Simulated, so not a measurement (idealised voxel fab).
Process module heading - voxel ribs on slabs
FYI the section here is cut, 265 nm wide, cells are 5 nm squares.
A cross-section in this document is a grid of square cells, and it is written down as bands, the top band listed before the ones below it; a band is made up of one or more rows of cells. Top height, bottom height, nm. Materials left to right, width each, nm. Single material + "throughout" = fills band edge to edge. "empty" = empty. We count height from 0. Below that, the starting wafer is all one material. The lowest band never ends at the bottom but goes on down; see "0 down" for how that is written. Width "30 to 40": first value at the band's top row of cells, second value at its bottom row, equal change from row to row. You'll sometimes find "identical to before" written for a step, and that's the way of saying that nowhere in the cross-section did a cell change during that step. Basically, "Listed closed voids" tells you about the enclosed voids: empty spaces with no open way to the top, 8 cells or bigger, each written width x height at distance, where distance is from the left edge, all in nm. If you see something after the settings on a step's line, that's the simulator's own remark about that step. On any step carrying a mask, the "overlay nm" setting, if present on the step's line, tells how far right of its planned place the mask lay; negative values point to the left.
[The planned process steps are enumerated hereunder]
1) RECEIVE: material Si
2) DIRECTIONAL_DEP: material SiO2, thk nm 25
3) DIRECTIONAL_DEP: material polySi, thk nm 15
4) PATTERN: tone cover, mask id RIB, material resist, width nm 30, thk nm 20, overlay nm 0
5) DIRECTIONAL_ETCH: etch materials polySi, depth nm 5
6) STRIP: etch materials resist
7) PATTERN: tone cover, mask id SLAB, material resist, width nm 70, thk nm 15, overlay nm 0
8) DIRECTIONAL_ETCH: etch materials polySi, depth nm 10
9) STRIP: etch materials resist
10) FILL_DEP: material SiO2, thk nm 15
11) CMP: height nm 50
12) DIRECTIONAL_DEP: material TiN, thk nm 5
13) DIRECTIONAL_DEP: material aC, thk nm 15
14) PATTERN: tone cover, mask id HEATER, material resist, width nm 40, thk nm 35, overlay nm 0
15) DIRECTIONAL_ETCH: etch materials aC, depth nm 15
16) STRIP: etch materials resist
17) DIRECTIONAL_ETCH: etch materials TiN, depth nm 5
18) STRIP: etch materials aC
19) CONFORMAL_DEP: material SiO2, thk nm 10
[The cross-section here shows the wafer as received, i.e. in its state after step 1]
	0 down  Si throughout
	Listed closed voids: none
[Module complete - cross-section of the first of two wafers, run according to plan]
	65 to 60  empty=100 | SiO2=60 | empty=105
	60 to 55  SiO2 throughout
	55 to 50  SiO2=110 | TiN=40 | SiO2=115
	50 to 40  SiO2 throughout
	40 to 35  SiO2=115 | polySi=30 | SiO2=120
	35 to 25  SiO2=95 | polySi=70 | SiO2=100
	25 to 0  SiO2 throughout
	0 down  Si throughout
	Listed closed voids: none
[Here is the second of the two wafers cut open at the end of the module - same start, same plan as the first one, but we made one mistake running it]
	65 to 60  empty=100 | SiO2=60 | empty=105
	60 to 55  SiO2 throughout
	55 to 50  SiO2=110 | TiN=40 | SiO2=115
	50 to 40  SiO2 throughout
	40 to 35  SiO2=95 | polySi=20 | SiO2=30 | polySi=20 | SiO2=100
	35 to 30  SiO2=95 | polySi=70 | SiO2=100
	30 to 25  polySi throughout
	25 to 0  SiO2 throughout
	0 down  Si throughout
	Listed closed voids: none
Want to know what went wrong? step 4 off recipe, ran as PATTERN: tone open, mask id RIB, material resist, width nm 30, thk nm 20, overlay nm 0
Heads up, by the end the second wafer has more or fewer cells of some materials compared to the first: SiO2 -41; polySi +41
